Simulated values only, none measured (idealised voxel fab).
process module | voxel ribs on slabs
cross-section cut | 155 nm wide | cells 5 nm
A cross-section is a grid of square cells, given in bands from the top down. A band is one or more rows of cells.
Each band's line starts with the height of the band's top and of its bottom, in nm. Then come its materials from left to right, each with its width in nm. One material with "throughout" fills the band from edge to edge. "air" is empty space.
Height 0 is the level under which the wafer as received is all one material. The lowest band goes on downwards, as in "0 down".
A width such as "30 to 40" changes by the same amount from each row of cells to the next, from the band's top row to its bottom row.
"no change" after a step means that no cell of the cross-section changed.
closed voids: empty space of 8 cells or more with no open way to the top, each as width x height at its distance from the left edge, in nm
after a step's settings: what the simulator itself notes on the step
overlay nm, on a step with a mask: how far to the right of its planned place the mask lay; to the left if negative
plan
1 op RECEIVE | material Si
2 op DIRECTIONAL_DEP | material SiO2 | thk nm 30
3 op DIRECTIONAL_DEP | material polySi | thk nm 25
4 op PATTERN | tone cover | mask id RIB | material resist | width nm 30 | thk nm 15 | overlay nm 0
5 op DIRECTIONAL_ETCH | etch materials polySi | depth nm 10
6 op STRIP | etch materials resist
7 op MASKED_ETCH | tone cover | mask id SLAB | width nm 60 | etch materials polySi | depth nm 15 | overlay nm 0
8 op FILL_DEP | material SiO2 | thk nm 25
9 op CMP | height nm 70
10 op DIRECTIONAL_DEP | material W | thk nm 10
11 op PATTERN | tone cover | mask id HEATER | material resist | width nm 40 | thk nm 15 | overlay nm 0
12 op DIRECTIONAL_ETCH | etch materials W | depth nm 10
13 op STRIP | etch materials resist
14 op CONFORMAL_DEP | material SiO2 | thk nm 10
first wafer, as planned
as received, after step 1
  0 down: Si throughout
  closed voids: none
after step 2
  30 to 0: SiO2 throughout
  below 0: unchanged
after step 3
  55 to 30: polySi throughout
  below 30: unchanged
after step 4
  70 to 55: air 60 | resist 30 | air 65
  below 55: unchanged
after step 5
  70 to 55: air 60 | resist 30 | air 65
  55 to 45: air 60 | polySi 30 | air 65
  below 45: unchanged
after step 6
  55 to 45: air 60 | polySi 30 | air 65
  below 45: unchanged
after step 7
  55 to 45: air 60 | polySi 30 | air 65
  45 to 30: air 45 | polySi 60 | air 50
  below 30: unchanged
after step 8
  80 to 55: SiO2 throughout
  55 to 45: SiO2 60 | polySi 30 | SiO2 65
  45 to 30: SiO2 45 | polySi 60 | SiO2 50
  below 30: unchanged
after step 9
  70 to 55: SiO2 throughout
  below 55: unchanged
after step 10
  80 to 70: W throughout
  below 70: unchanged
after step 11
  95 to 80: air 55 | resist 40 | air 60
  below 80: unchanged
after step 12
  95 to 80: air 55 | resist 40 | air 60
  80 to 70: air 55 | W 40 | air 60
  below 70: unchanged
after step 13
  80 to 70: air 55 | W 40 | air 60
  below 70: unchanged
after step 14
  90 to 80: air 45 | SiO2 60 | air 50
  80 to 70: SiO2 55 | W 40 | SiO2 60
  below 70: unchanged
second wafer: like start, like plan, one mistake. Through step 13 it matches the first wafer
when step 14 should have ended: no change
what went wrong: step 14 was left out
at the end the second wafer has, in cells: 70 fewer of SiO2
